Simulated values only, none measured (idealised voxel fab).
Name of the process module below: voxel transistor to metal
Pictured: cross-section cut, 165 nm wide, on a grid of 5 nm square cells.
For the purposes of this document, a cross-section shall be understood as a grid of square cells, specified as bands listed in top-to-bottom order, each band consisting of one or more rows of cells. Read a band's entry like this: the first values are the height of its top and the height of its bottom in nm, and what follows is the sequence of materials from left to right, each with its width in nm. Note that "air" is empty space, and that a single material marked "full width" reaches across the band from edge to edge. Heights are reckoned from 0. Under this level, the received wafer is all of one material. The bottommost band is open-ended downward, for example "0 down". Top row gets the first number, bottom row gets the second, and each row in between changes by the same step: that is how a band width like "30->40" works. Key: "remains unaltered" - step with no changed cell in the cross-section. Closed empty spaces (no open way to the top) of 8 cells or more are what "Tabulated closed voids" lists, each as width x height at distance from the left edge, nm for all three. Post-settings text on a step line: simulator's own remark regarding the step. "overlay nm" denotes, for a step that has a mask, the displacement of the mask to the right of its planned place, with negative values corresponding to the left.
-- Set out below are the planned steps of the process
| 1 | RECEIVE (material Si) |
| 2 | CONFORMAL_DEP (material SiO2; thk nm 5) |
| 3 | CONFORMAL_DEP (material SiN; thk nm 15) |
| 4 | MASKED_ETCH (tone cover; mask id ACTIVE; width nm 115; etch materials SiN; depth nm 15; overlay nm 0) |
| 5 | MASKED_ETCH (tone cover; mask id ACTIVE; width nm 115; etch materials SiO2; depth nm 5; overlay nm 0) |
| 6 | MASKED_ETCH (tone cover; mask id ACTIVE; width nm 115; etch materials Si; depth nm 20; overlay nm 0) |
| 7 | FILL_DEP (material SiO2; thk nm 15) |
| 8 | CMP (height nm 20) |
| 9 | SELECTIVE_ETCH (etch materials SiO2; depth nm 5) |
| 10 | STRIP (etch materials SiN) |
| 11 | SELECTIVE_ETCH (etch materials SiO2; depth nm 5) |
| 12 | OXIDIZE (depth nm 5) |
| 13 | DIRECTIONAL_DEP (material polySi; thk nm 25) |
| 14 | DIRECTIONAL_DEP (material SiCN; thk nm 10) |
| 15 | MASKED_ETCH (tone cover; mask id GATE; width nm 15; etch materials SiCN; depth nm 20; overlay nm 0) |
| 16 | MASKED_ETCH (tone cover; mask id GATE; width nm 15; etch materials polySi; depth nm 35; overlay nm 0) |
| 17 | CONFORMAL_DEP (material SiO2; thk nm 5) |
| 18 | DIRECTIONAL_ETCH (etch materials SiO2; depth nm 5) |
| 19 | CONFORMAL_DEP (material SiN; thk nm 10) |
| 20 | DIRECTIONAL_ETCH (etch materials SiN; depth nm 10) |
| 21 | DIRECTIONAL_ETCH (etch materials SiO2; depth nm 5) |
| 22 | DIRECTIONAL_ETCH (etch materials Si; depth nm 5) |
| 23 | EPI (material nSi; thk nm 10) |
| 24 | FILL_DEP (material SiO2; thk nm 10) |
| 25 | CMP (height nm 35) |
| 26 | DIRECTIONAL_DEP (material SiO2; thk nm 15) |
| 27 | PATTERN (tone open; mask id CONTACT; material resist; width nm 20; pitch nm 75; thk nm 20; overlay nm 0) |
| 28 | DIRECTIONAL_ETCH (etch materials SiO2; depth nm 50) |
| 29 | STRIP (etch materials resist) |
| 30 | CONFORMAL_DEP (material TiN; thk nm 5) |
| 31 | FILL_DEP (material Ru; thk nm 10) |
| 32 | CMP (height nm 50) |
| 33 | CONFORMAL_DEP (material SiN; thk nm 5) |
| 34 | DIRECTIONAL_DEP (material lowk; thk nm 15) |
| 35 | PATTERN (tone open; mask id METAL_1; material resist; width nm 20; pitch nm 75; thk nm 15; overlay nm 0) |
| 36 | DIRECTIONAL_ETCH (etch materials lowk; depth nm 15) |
| 37 | DIRECTIONAL_ETCH (etch materials SiN; depth nm 5) |
| 38 | STRIP (etch materials resist) |
| 39 | CONFORMAL_DEP (material TiN; thk nm 5) |
| 40 | FILL_DEP (material Ru; thk nm 5) |
| 41 | CMP (height nm 70) |
| 42 | CONFORMAL_DEP (material SiCN; thk nm 5) |
| 43 | DIRECTIONAL_DEP (material lowk; thk nm 25) |
| 44 | MASKED_ETCH (tone open; mask id METAL_2_HOLES; width nm 15; pitch nm 75; etch materials lowk; depth nm 25; overlay nm 0) |
| 45 | DIRECTIONAL_DEP (material aC; thk nm 10) |
| 46 | PATTERN (tone open; mask id METAL_2; material resist; width nm 20; pitch nm 75; thk nm 25; overlay nm 0) |
| 47 | DIRECTIONAL_ETCH (etch materials aC; depth nm 10) |
| 48 | STRIP (etch materials resist) |
| 49 | DIRECTIONAL_ETCH (etch materials lowk; depth nm 15) |
| 50 | DIRECTIONAL_ETCH (etch materials SiCN; depth nm 5) |
| 51 | STRIP (etch materials aC) |
| 52 | CONFORMAL_DEP (material TiN; thk nm 5) |
| 53 | FILL_DEP (material Ru; thk nm 10) |
| 54 | CMP (height nm 100) |
| 55 | CONFORMAL_DEP (material SiCN; thk nm 5) |
-- First of two wafers: run as planned
-- Incoming wafer, cross-sectional view, post step 1
* 0 down  Si full width
* Tabulated closed voids: none
-- Take a look at the wafer's cross-section after step 2
* 5 to 0  SiO2 full width
* Unchanged below 0.
-- Take a look at the wafer's cross-section after step 3
* 20 to 5  SiN full width
* Unchanged below 5.
-- Take a look at the wafer's cross-section after step 4
* 20 to 5  25 of air  115 of SiN  25 of air
* Unchanged below 5.
-- Take a look at the wafer's cross-section after step 5
* 20 to 5  25 of air  115 of SiN  25 of air
* 5 to 0  25 of air  115 of SiO2  25 of air
* Unchanged below 0.
-- Take a look at the wafer's cross-section after step 6
* 20 to 5  25 of air  115 of SiN  25 of air
* 5 to 0  25 of air  115 of SiO2  25 of air
* 0 to -20  25 of air  115 of Si  25 of air
* Unchanged below -20.
-- Take a look at the wafer's cross-section after step 7
* 35 to 20  SiO2 full width
* 20 to 5  25 of SiO2  115 of SiN  25 of SiO2
* 5 to 0  SiO2 full width
* 0 to -20  25 of SiO2  115 of Si  25 of SiO2
* Unchanged below -20.
-- Take a look at the wafer's cross-section after step 8
* 20 to 5  25 of SiO2  115 of SiN  25 of SiO2
* Unchanged below 5.
-- Take a look at the wafer's cross-section after step 9
* 20 to 15  25 of air  115 of SiN  25 of air
* Unchanged below 15.
-- Take a look at the wafer's cross-section after step 10
* 15 to 5  25 of SiO2  115 of air  25 of SiO2
* Unchanged below 5.
-- Take a look at the wafer's cross-section after step 11
* 10 to 0  20 of SiO2  125 of air  20 of SiO2
* Unchanged below 0.
-- Take a look at the wafer's cross-section after step 12
* 10 to 0  20 of SiO2  125 of air  20 of SiO2
* 0 to -5  SiO2 full width
* Unchanged below -5.
-- Take a look at the wafer's cross-section after step 13
* 35 to 25  20 of polySi  125 of air  20 of polySi
* 25 to 10  polySi full width
* 10 to 0  20 of SiO2  125 of polySi  20 of SiO2
* Unchanged below 0.
-- Take a look at the wafer's cross-section after step 14
* 45 to 35  20 of SiCN  125 of air  20 of SiCN
* 35 to 25  20 of polySi  125 of SiCN  20 of polySi
* Unchanged below 25.
-- Take a look at the wafer's cross-section after step 15
* 35 to 25  20 of polySi  55 of air  15 of SiCN  55 of air  20 of polySi
* Unchanged below 25.
-- Take a look at the wafer's cross-section after step 16
* 35 to 25  75 of air  15 of SiCN  75 of air
* 25 to 10  75 of air  15 of polySi  75 of air
* 10 to 0  20 of SiO2  55 of air  15 of polySi  55 of air  20 of SiO2
* Unchanged below 0.
-- Take a look at the wafer's cross-section after step 17
* 40 to 35  70 of air  25 of SiO2  70 of air
* 35 to 25  70 of air  5 of SiO2  15 of SiCN  5 of SiO2  70 of air
* 25 to 15  70 of air  5 of SiO2  15 of polySi  5 of SiO2  70 of air
* 15 to 5  25 of SiO2  45 of air  5 of SiO2  15 of polySi  5 of SiO2  45 of air  25 of SiO2
* 5 to 0  75 of SiO2  15 of polySi  75 of SiO2
* Unchanged below 0.
-- Take a look at the wafer's cross-section after step 18
* 35 to 25  70 of air  5 of SiO2  15 of SiCN  5 of SiO2  70 of air
* 25 to 10  70 of air  5 of SiO2  15 of polySi  5 of SiO2  70 of air
* 10 to 0  25 of SiO2  45 of air  5 of SiO2  15 of polySi  5 of SiO2  45 of air  25 of SiO2
* Unchanged below 0.
-- Take a look at the wafer's cross-section after step 19
* 45 to 35  60 of air  45 of SiN  60 of air
* 35 to 25  60 of air  10 of SiN  5 of SiO2  15 of SiCN  5 of SiO2  10 of SiN  60 of air
* 25 to 20  60 of air  10 of SiN  5 of SiO2  15 of polySi  5 of SiO2  10 of SiN  60 of air
* 20 to 10  35 of SiN  25 of air  10 of SiN  5 of SiO2  15 of polySi  5 of SiO2  10 of SiN  25 of air  35 of SiN
* 10 to 0  25 of SiO2  45 of SiN  5 of SiO2  15 of polySi  5 of SiO2  45 of SiN  25 of SiO2
* Unchanged below 0.
-- Take a look at the wafer's cross-section after step 20
* 35 to 25  60 of air  10 of SiN  5 of SiO2  15 of SiCN  5 of SiO2  10 of SiN  60 of air
* 25 to 10  60 of air  10 of SiN  5 of SiO2  15 of polySi  5 of SiO2  10 of SiN  60 of air
* 10 to 0  25 of SiO2  10 of SiN  25 of air  10 of SiN  5 of SiO2  15 of polySi  5 of SiO2  10 of SiN  25 of air  10 of SiN  25 of SiO2
* Unchanged below 0.
-- Take a look at the wafer's cross-section after step 21
* 35 to 30  60 of air  10 of SiN  5 of air  15 of SiCN  5 of air  10 of SiN  60 of air
* 30 to 25  60 of air  10 of SiN  5 of SiO2  15 of SiCN  5 of SiO2  10 of SiN  60 of air
* 25 to 10  60 of air  10 of SiN  5 of SiO2  15 of polySi  5 of SiO2  10 of SiN  60 of air
* 10 to 5  25 of air  10 of SiN  25 of air  10 of SiN  5 of SiO2  15 of polySi  5 of SiO2  10 of SiN  25 of air  10 of SiN  25 of air
* 5 to 0  25 of SiO2  10 of SiN  25 of air  10 of SiN  5 of SiO2  15 of polySi  5 of SiO2  10 of SiN  25 of air  10 of SiN  25 of SiO2
* 0 to -5  35 of SiO2  25 of air  45 of SiO2  25 of air  35 of SiO2
* Unchanged below -5.
-- Take a look at the wafer's cross-section after step 22
* 35 to 30  60 of air  10 of SiN  5 of air  15 of SiCN  5 of air  10 of SiN  60 of air
* 30 to 25  60 of air  10 of SiN  5 of SiO2  15 of SiCN  5 of SiO2  10 of SiN  60 of air
* 25 to 10  60 of air  10 of SiN  5 of SiO2  15 of polySi  5 of SiO2  10 of SiN  60 of air
* 10 to 5  25 of air  10 of SiN  25 of air  10 of SiN  5 of SiO2  15 of polySi  5 of SiO2  10 of SiN  25 of air  10 of SiN  25 of air
* 5 to 0  25 of SiO2  10 of SiN  25 of air  10 of SiN  5 of SiO2  15 of polySi  5 of SiO2  10 of SiN  25 of air  10 of SiN  25 of SiO2
* 0 to -5  35 of SiO2  25 of air  45 of SiO2  25 of air  35 of SiO2
* -5 to -10  25 of SiO2  10 of Si  25 of air  45 of Si  25 of air  10 of Si  25 of SiO2
* Unchanged below -10.
-- Take a look at the wafer's cross-section after step 23
* 35 to 30  60 of air  10 of SiN  5 of air  15 of SiCN  5 of air  10 of SiN  60 of air
* 30 to 25  60 of air  10 of SiN  5 of SiO2  15 of SiCN  5 of SiO2  10 of SiN  60 of air
* 25 to 10  60 of air  10 of SiN  5 of SiO2  15 of polySi  5 of SiO2  10 of SiN  60 of air
* 10 to 5  25 of air  10 of SiN  25 of air  10 of SiN  5 of SiO2  15 of polySi  5 of SiO2  10 of SiN  25 of air  10 of SiN  25 of air
* 5 to 0  25 of SiO2  10 of SiN  10 of nSi  5 of air  10 of nSi  10 of SiN  5 of SiO2  15 of polySi  5 of SiO2  10 of SiN  10 of nSi  5 of air  10 of nSi  10 of SiN  25 of SiO2
* 0 to -5  35 of SiO2  25 of nSi  45 of SiO2  25 of nSi  35 of SiO2
* -5 to -10  25 of SiO2  10 of Si  25 of nSi  45 of Si  25 of nSi  10 of Si  25 of SiO2
* Unchanged below -10.
-- Take a look at the wafer's cross-section after step 24
* 45 to 35  SiO2 full width
* 35 to 25  60 of SiO2  10 of SiN  5 of SiO2  15 of SiCN  5 of SiO2  10 of SiN  60 of SiO2
* 25 to 10  60 of SiO2  10 of SiN  5 of SiO2  15 of polySi  5 of SiO2  10 of SiN  60 of SiO2
* 10 to 5  25 of SiO2  10 of SiN  25 of SiO2  10 of SiN  5 of SiO2  15 of polySi  5 of SiO2  10 of SiN  25 of SiO2  10 of SiN  25 of SiO2
* 5 to 0  25 of SiO2  10 of SiN  10 of nSi  5 of SiO2  10 of nSi  10 of SiN  5 of SiO2  15 of polySi  5 of SiO2  10 of SiN  10 of nSi  5 of SiO2  10 of nSi  10 of SiN  25 of SiO2
* Unchanged below 0.
-- Take a look at the wafer's cross-section after step 25
* 35 to 25  60 of SiO2  10 of SiN  5 of SiO2  15 of SiCN  5 of SiO2  10 of SiN  60 of SiO2
* Unchanged below 25.
-- Take a look at the wafer's cross-section after step 26
* 50 to 35  SiO2 full width
* Unchanged below 35.
-- Take a look at the wafer's cross-section after step 27
* 70 to 50  35 of resist  20 of air  55 of resist  20 of air  35 of resist
* Unchanged below 50.
-- Take a look at the wafer's cross-section after step 28
* 70 to 50  35 of resist  20 of air  55 of resist  20 of air  35 of resist
* 50 to 35  35 of SiO2  20 of air  55 of SiO2  20 of air  35 of SiO2
* 35 to 25  35 of SiO2  20 of air  5 of SiO2  10 of SiN  5 of SiO2  15 of SiCN  5 of SiO2  10 of SiN  5 of SiO2  20 of air  35 of SiO2
* 25 to 10  35 of SiO2  20 of air  5 of SiO2  10 of SiN  5 of SiO2  15 of polySi  5 of SiO2  10 of SiN  5 of SiO2  20 of air  35 of SiO2
* 10 to 5  25 of SiO2  10 of SiN  20 of air  5 of SiO2  10 of SiN  5 of SiO2  15 of polySi  5 of SiO2  10 of SiN  5 of SiO2  20 of air  10 of SiN  25 of SiO2
* 5 to 0  25 of SiO2  10 of SiN  10 of nSi  5 of air  10 of nSi  10 of SiN  5 of SiO2  15 of polySi  5 of SiO2  10 of SiN  10 of nSi  5 of air  10 of nSi  10 of SiN  25 of SiO2
* Unchanged below 0.
-- Take a look at the wafer's cross-section after step 29
* 50 to 35  35 of SiO2  20 of air  55 of SiO2  20 of air  35 of SiO2
* Unchanged below 35.
-- Take a look at the wafer's cross-section after step 30
* 55 to 50  40 of TiN  10 of air  65 of TiN  10 of air  40 of TiN
* 50 to 35  35 of SiO2  5 of TiN  10 of air  5 of TiN  55 of SiO2  5 of TiN  10 of air  5 of TiN  35 of SiO2
* 35 to 25  35 of SiO2  5 of TiN  10 of air  5 of TiN  5 of SiO2  10 of SiN  5 of SiO2  15 of SiCN  5 of SiO2  10 of SiN  5 of SiO2  5 of TiN  10 of air  5 of TiN  35 of SiO2
* 25 to 10  35 of SiO2  5 of TiN  10 of air  5 of TiN  5 of SiO2  10 of SiN  5 of SiO2  15 of polySi  5 of SiO2  10 of SiN  5 of SiO2  5 of TiN  10 of air  5 of TiN  35 of SiO2
* 10 to 5  25 of SiO2  10 of SiN  20 of TiN  5 of SiO2  10 of SiN  5 of SiO2  15 of polySi  5 of SiO2  10 of SiN  5 of SiO2  20 of TiN  10 of SiN  25 of SiO2
* 5 to 0  25 of SiO2  10 of SiN  10 of nSi  5 of TiN  10 of nSi  10 of SiN  5 of SiO2  15 of polySi  5 of SiO2  10 of SiN  10 of nSi  5 of TiN  10 of nSi  10 of SiN  25 of SiO2
* Unchanged below 0.
-- Take a look at the wafer's cross-section after step 31
* 65 to 55  Ru full width
* 55 to 50  40 of TiN  10 of Ru  65 of TiN  10 of Ru  40 of TiN
* 50 to 35  35 of SiO2  5 of TiN  10 of Ru  5 of TiN  55 of SiO2  5 of TiN  10 of Ru  5 of TiN  35 of SiO2
* 35 to 25  35 of SiO2  5 of TiN  10 of Ru  5 of TiN  5 of SiO2  10 of SiN  5 of SiO2  15 of SiCN  5 of SiO2  10 of SiN  5 of SiO2  5 of TiN  10 of Ru  5 of TiN  35 of SiO2
* 25 to 10  35 of SiO2  5 of TiN  10 of Ru  5 of TiN  5 of SiO2  10 of SiN  5 of SiO2  15 of polySi  5 of SiO2  10 of SiN  5 of SiO2  5 of TiN  10 of Ru  5 of TiN  35 of SiO2
* Unchanged below 10.
-- Take a look at the wafer's cross-section after step 32
* 50 to 35  35 of SiO2  5 of TiN  10 of Ru  5 of TiN  55 of SiO2  5 of TiN  10 of Ru  5 of TiN  35 of SiO2
* Unchanged below 35.
-- Take a look at the wafer's cross-section after step 33
* 55 to 50  SiN full width
* Unchanged below 50.
-- Take a look at the wafer's cross-section after step 34
* 70 to 55  lowk full width
* Unchanged below 55.
-- Take a look at the wafer's cross-section after step 35
* 85 to 70  35 of resist  20 of air  55 of resist  20 of air  35 of resist
* Unchanged below 70.
-- Take a look at the wafer's cross-section after step 36
* 85 to 70  35 of resist  20 of air  55 of resist  20 of air  35 of resist
* 70 to 55  35 of lowk  20 of air  55 of lowk  20 of air  35 of lowk
* Unchanged below 55.
-- Take a look at the wafer's cross-section after step 37
* 85 to 70  35 of resist  20 of air  55 of resist  20 of air  35 of resist
* 70 to 55  35 of lowk  20 of air  55 of lowk  20 of air  35 of lowk
* 55 to 50  35 of SiN  20 of air  55 of SiN  20 of air  35 of SiN
* Unchanged below 50.
-- Take a look at the wafer's cross-section after step 38
* 70 to 55  35 of lowk  20 of air  55 of lowk  20 of air  35 of lowk
* Unchanged below 55.
-- Take a look at the wafer's cross-section after step 39
* 75 to 70  40 of TiN  10 of air  65 of TiN  10 of air  40 of TiN
* 70 to 55  35 of lowk  5 of TiN  10 of air  5 of TiN  55 of lowk  5 of TiN  10 of air  5 of TiN  35 of lowk
* 55 to 50  35 of SiN  20 of TiN  55 of SiN  20 of TiN  35 of SiN
* Unchanged below 50.
-- Take a look at the wafer's cross-section after step 40
* 80 to 75  Ru full width
* 75 to 70  40 of TiN  10 of Ru  65 of TiN  10 of Ru  40 of TiN
* 70 to 55  35 of lowk  5 of TiN  10 of Ru  5 of TiN  55 of lowk  5 of TiN  10 of Ru  5 of TiN  35 of lowk
* Unchanged below 55.
-- Take a look at the wafer's cross-section after step 41
* 70 to 55  35 of lowk  5 of TiN  10 of Ru  5 of TiN  55 of lowk  5 of TiN  10 of Ru  5 of TiN  35 of lowk
* Unchanged below 55.
-- Take a look at the wafer's cross-section after step 42
* 75 to 70  SiCN full width
* Unchanged below 70.
-- Take a look at the wafer's cross-section after step 43
* 100 to 75  lowk full width
* Unchanged below 75.
-- Take a look at the wafer's cross-section after step 44
* 100 to 75  35 of lowk  15 of air  60 of lowk  15 of air  40 of lowk
* Unchanged below 75.
-- Take a look at the wafer's cross-section after step 45
* 110 to 100  35 of aC  15 of air  60 of aC  15 of air  40 of aC
* 100 to 85  35 of lowk  15 of air  60 of lowk  15 of air  40 of lowk
* 85 to 75  35 of lowk  15 of aC  60 of lowk  15 of aC  40 of lowk
* Unchanged below 75.
-- Take a look at the wafer's cross-section after step 46
* 135 to 110  35 of resist  20 of air  55 of resist  20 of air  35 of resist
* Unchanged below 110.
-- Take a look at the wafer's cross-section after step 47
* 125 to 110  35 of resist  20 of air  55 of resist  20 of air  35 of resist
* 110 to 100  35 of aC  20 of air  55 of aC  20 of air  35 of aC
* 100 to 75  35 of lowk  15 of air  60 of lowk  15 of air  40 of lowk
* Unchanged below 75.
-- Take a look at the wafer's cross-section after step 48
* 110 to 100  35 of aC  20 of air  55 of aC  20 of air  35 of aC
* Unchanged below 100.
-- Take a look at the wafer's cross-section after step 49
* 110 to 100  35 of aC  20 of air  55 of aC  20 of air  35 of aC
* 100 to 85  35 of lowk  20 of air  55 of lowk  20 of air  35 of lowk
* Unchanged below 85.
-- Take a look at the wafer's cross-section after step 50
* 110 to 100  35 of aC  20 of air  55 of aC  20 of air  35 of aC
* 100 to 85  35 of lowk  20 of air  55 of lowk  20 of air  35 of lowk
* 85 to 75  35 of lowk  15 of air  60 of lowk  15 of air  40 of lowk
* 75 to 70  35 of SiCN  15 of air  60 of SiCN  15 of air  40 of SiCN
* Unchanged below 70.
-- Take a look at the wafer's cross-section after step 51
* 100 to 85  35 of lowk  20 of air  55 of lowk  20 of air  35 of lowk
* Unchanged below 85.
-- Take a look at the wafer's cross-section after step 52
* 105 to 100  40 of TiN  10 of air  65 of TiN  10 of air  40 of TiN
* 100 to 90  35 of lowk  5 of TiN  10 of air  5 of TiN  55 of lowk  5 of TiN  10 of air  5 of TiN  35 of lowk
* 90 to 85  35 of lowk  5 of TiN  5 of air  10 of TiN  55 of lowk  5 of TiN  5 of air  10 of TiN  35 of lowk
* 85 to 75  35 of lowk  5 of TiN  5 of air  5 of TiN  60 of lowk  5 of TiN  5 of air  5 of TiN  40 of lowk
* 75 to 70  35 of SiCN  15 of TiN  60 of SiCN  15 of TiN  40 of SiCN
* Unchanged below 70.
-- Take a look at the wafer's cross-section after step 53
* 115 to 105  Ru full width
* 105 to 100  40 of TiN  10 of Ru  65 of TiN  10 of Ru  40 of TiN
* 100 to 90  35 of lowk  5 of TiN  10 of Ru  5 of TiN  55 of lowk  5 of TiN  10 of Ru  5 of TiN  35 of lowk
* 90 to 85  35 of lowk  5 of TiN  5 of Ru  10 of TiN  55 of lowk  5 of TiN  5 of Ru  10 of TiN  35 of lowk
* 85 to 75  35 of lowk  5 of TiN  5 of Ru  5 of TiN  60 of lowk  5 of TiN  5 of Ru  5 of TiN  40 of lowk
* Unchanged below 75.
-- Take a look at the wafer's cross-section after step 54
* 100 to 90  35 of lowk  5 of TiN  10 of Ru  5 of TiN  55 of lowk  5 of TiN  10 of Ru  5 of TiN  35 of lowk
* Unchanged below 90.
-- Take a look at the wafer's cross-section after step 55
* 105 to 100  SiCN full width
* Unchanged below 100.
-- Here the second wafer is described. Its start and its plan were those of the first wafer. Its run contained one mistake. Up to and including step 25, it did exactly what the first wafer did
-- X-section, second wafer, when step 26 was due to finish
* 65 to 35  SiO2 full width
* Unchanged below 35.
-- X-section, second wafer, when step 27 was due to finish
* 85 to 65  35 of resist  20 of air  55 of resist  20 of air  35 of resist
* Unchanged below 65.
-- X-section, second wafer, when step 28 was due to finish
* 85 to 65  35 of resist  20 of air  55 of resist  20 of air  35 of resist
* 65 to 35  35 of SiO2  20 of air  55 of SiO2  20 of air  35 of SiO2
* 35 to 25  35 of SiO2  20 of air  5 of SiO2  10 of SiN  5 of SiO2  15 of SiCN  5 of SiO2  10 of SiN  5 of SiO2  20 of air  35 of SiO2
* 25 to 15  35 of SiO2  20 of air  5 of SiO2  10 of SiN  5 of SiO2  15 of polySi  5 of SiO2  10 of SiN  5 of SiO2  20 of air  35 of SiO2
* Unchanged below 15.
-- X-section, second wafer, when step 29 was due to finish
* 65 to 35  35 of SiO2  20 of air  55 of SiO2  20 of air  35 of SiO2
* Unchanged below 35.
-- X-section, second wafer, when step 30 was due to finish
* 70 to 65  40 of TiN  10 of air  65 of TiN  10 of air  40 of TiN
* 65 to 35  35 of SiO2  5 of TiN  10 of air  5 of TiN  55 of SiO2  5 of TiN  10 of air  5 of TiN  35 of SiO2
* 35 to 25  35 of SiO2  5 of TiN  10 of air  5 of TiN  5 of SiO2  10 of SiN  5 of SiO2  15 of SiCN  5 of SiO2  10 of SiN  5 of SiO2  5 of TiN  10 of air  5 of TiN  35 of SiO2
* 25 to 20  35 of SiO2  5 of TiN  10 of air  5 of TiN  5 of SiO2  10 of SiN  5 of SiO2  15 of polySi  5 of SiO2  10 of SiN  5 of SiO2  5 of TiN  10 of air  5 of TiN  35 of SiO2
* 20 to 15  35 of SiO2  20 of TiN  5 of SiO2  10 of SiN  5 of SiO2  15 of polySi  5 of SiO2  10 of SiN  5 of SiO2  20 of TiN  35 of SiO2
* Unchanged below 15.
-- X-section, second wafer, when step 31 was due to finish
* 80 to 70  Ru full width
* 70 to 65  40 of TiN  10 of Ru  65 of TiN  10 of Ru  40 of TiN
* 65 to 35  35 of SiO2  5 of TiN  10 of Ru  5 of TiN  55 of SiO2  5 of TiN  10 of Ru  5 of TiN  35 of SiO2
* 35 to 25  35 of SiO2  5 of TiN  10 of Ru  5 of TiN  5 of SiO2  10 of SiN  5 of SiO2  15 of SiCN  5 of SiO2  10 of SiN  5 of SiO2  5 of TiN  10 of Ru  5 of TiN  35 of SiO2
* 25 to 20  35 of SiO2  5 of TiN  10 of Ru  5 of TiN  5 of SiO2  10 of SiN  5 of SiO2  15 of polySi  5 of SiO2  10 of SiN  5 of SiO2  5 of TiN  10 of Ru  5 of TiN  35 of SiO2
* Unchanged below 20.
-- X-section, second wafer, when step 32 was due to finish
* 50 to 35  35 of SiO2  5 of TiN  10 of Ru  5 of TiN  55 of SiO2  5 of TiN  10 of Ru  5 of TiN  35 of SiO2
* Unchanged below 35.
-- X-section, second wafer, when step 33 was due to finish
* 55 to 50  SiN full width
* Unchanged below 50.
-- X-section, second wafer, when step 34 was due to finish
* 70 to 55  lowk full width
* Unchanged below 55.
-- X-section, second wafer, when step 35 was due to finish
* 85 to 70  35 of resist  20 of air  55 of resist  20 of air  35 of resist
* Unchanged below 70.
-- X-section, second wafer, when step 36 was due to finish
* 85 to 70  35 of resist  20 of air  55 of resist  20 of air  35 of resist
* 70 to 55  35 of lowk  20 of air  55 of lowk  20 of air  35 of lowk
* Unchanged below 55.
-- X-section, second wafer, when step 37 was due to finish
* 85 to 70  35 of resist  20 of air  55 of resist  20 of air  35 of resist
* 70 to 55  35 of lowk  20 of air  55 of lowk  20 of air  35 of lowk
* 55 to 50  35 of SiN  20 of air  55 of SiN  20 of air  35 of SiN
* Unchanged below 50.
-- X-section, second wafer, when step 38 was due to finish
* 70 to 55  35 of lowk  20 of air  55 of lowk  20 of air  35 of lowk
* Unchanged below 55.
-- X-section, second wafer, when step 39 was due to finish
* 75 to 70  40 of TiN  10 of air  65 of TiN  10 of air  40 of TiN
* 70 to 55  35 of lowk  5 of TiN  10 of air  5 of TiN  55 of lowk  5 of TiN  10 of air  5 of TiN  35 of lowk
* 55 to 50  35 of SiN  20 of TiN  55 of SiN  20 of TiN  35 of SiN
* Unchanged below 50.
-- X-section, second wafer, when step 40 was due to finish
* 80 to 75  Ru full width
* 75 to 70  40 of TiN  10 of Ru  65 of TiN  10 of Ru  40 of TiN
* 70 to 55  35 of lowk  5 of TiN  10 of Ru  5 of TiN  55 of lowk  5 of TiN  10 of Ru  5 of TiN  35 of lowk
* Unchanged below 55.
-- X-section, second wafer, when step 41 was due to finish
* 70 to 55  35 of lowk  5 of TiN  10 of Ru  5 of TiN  55 of lowk  5 of TiN  10 of Ru  5 of TiN  35 of lowk
* Unchanged below 55.
-- X-section, second wafer, when step 42 was due to finish
* 75 to 70  SiCN full width
* Unchanged below 70.
-- X-section, second wafer, when step 43 was due to finish
* 100 to 75  lowk full width
* Unchanged below 75.
-- X-section, second wafer, when step 44 was due to finish
* 100 to 75  35 of lowk  15 of air  60 of lowk  15 of air  40 of lowk
* Unchanged below 75.
-- X-section, second wafer, when step 45 was due to finish
* 110 to 100  35 of aC  15 of air  60 of aC  15 of air  40 of aC
* 100 to 85  35 of lowk  15 of air  60 of lowk  15 of air  40 of lowk
* 85 to 75  35 of lowk  15 of aC  60 of lowk  15 of aC  40 of lowk
* Unchanged below 75.
-- X-section, second wafer, when step 46 was due to finish
* 135 to 110  35 of resist  20 of air  55 of resist  20 of air  35 of resist
* Unchanged below 110.
-- X-section, second wafer, when step 47 was due to finish
* 125 to 110  35 of resist  20 of air  55 of resist  20 of air  35 of resist
* 110 to 100  35 of aC  20 of air  55 of aC  20 of air  35 of aC
* 100 to 75  35 of lowk  15 of air  60 of lowk  15 of air  40 of lowk
* Unchanged below 75.
-- X-section, second wafer, when step 48 was due to finish
* 110 to 100  35 of aC  20 of air  55 of aC  20 of air  35 of aC
* Unchanged below 100.
-- X-section, second wafer, when step 49 was due to finish
* 110 to 100  35 of aC  20 of air  55 of aC  20 of air  35 of aC
* 100 to 85  35 of lowk  20 of air  55 of lowk  20 of air  35 of lowk
* Unchanged below 85.
-- X-section, second wafer, when step 50 was due to finish
* 110 to 100  35 of aC  20 of air  55 of aC  20 of air  35 of aC
* 100 to 85  35 of lowk  20 of air  55 of lowk  20 of air  35 of lowk
* 85 to 75  35 of lowk  15 of air  60 of lowk  15 of air  40 of lowk
* 75 to 70  35 of SiCN  15 of air  60 of SiCN  15 of air  40 of SiCN
* Unchanged below 70.
-- X-section, second wafer, when step 51 was due to finish
* 100 to 85  35 of lowk  20 of air  55 of lowk  20 of air  35 of lowk
* Unchanged below 85.
-- X-section, second wafer, when step 52 was due to finish
* 105 to 100  40 of TiN  10 of air  65 of TiN  10 of air  40 of TiN
* 100 to 90  35 of lowk  5 of TiN  10 of air  5 of TiN  55 of lowk  5 of TiN  10 of air  5 of TiN  35 of lowk
* 90 to 85  35 of lowk  5 of TiN  5 of air  10 of TiN  55 of lowk  5 of TiN  5 of air  10 of TiN  35 of lowk
* 85 to 75  35 of lowk  5 of TiN  5 of air  5 of TiN  60 of lowk  5 of TiN  5 of air  5 of TiN  40 of lowk
* 75 to 70  35 of SiCN  15 of TiN  60 of SiCN  15 of TiN  40 of SiCN
* Unchanged below 70.
-- X-section, second wafer, when step 53 was due to finish
* 115 to 105  Ru full width
* 105 to 100  40 of TiN  10 of Ru  65 of TiN  10 of Ru  40 of TiN
* 100 to 90  35 of lowk  5 of TiN  10 of Ru  5 of TiN  55 of lowk  5 of TiN  10 of Ru  5 of TiN  35 of lowk
* 90 to 85  35 of lowk  5 of TiN  5 of Ru  10 of TiN  55 of lowk  5 of TiN  5 of Ru  10 of TiN  35 of lowk
* 85 to 75  35 of lowk  5 of TiN  5 of Ru  5 of TiN  60 of lowk  5 of TiN  5 of Ru  5 of TiN  40 of lowk
* Unchanged below 75.
-- X-section, second wafer, when step 54 was due to finish
* 100 to 90  35 of lowk  5 of TiN  10 of Ru  5 of TiN  55 of lowk  5 of TiN  10 of Ru  5 of TiN  35 of lowk
* Unchanged below 90.
-- X-section, second wafer, when step 55 was due to finish
* 105 to 100  SiCN full width
* Unchanged below 100.
Short version of what went wrong: regarding the plan, step 26 was run twice
Final comparison by cell count, materials where the second wafer has more or fewer than the first: Ru: 8 fewer | SiO2: 18 more | TiN: 10 fewer
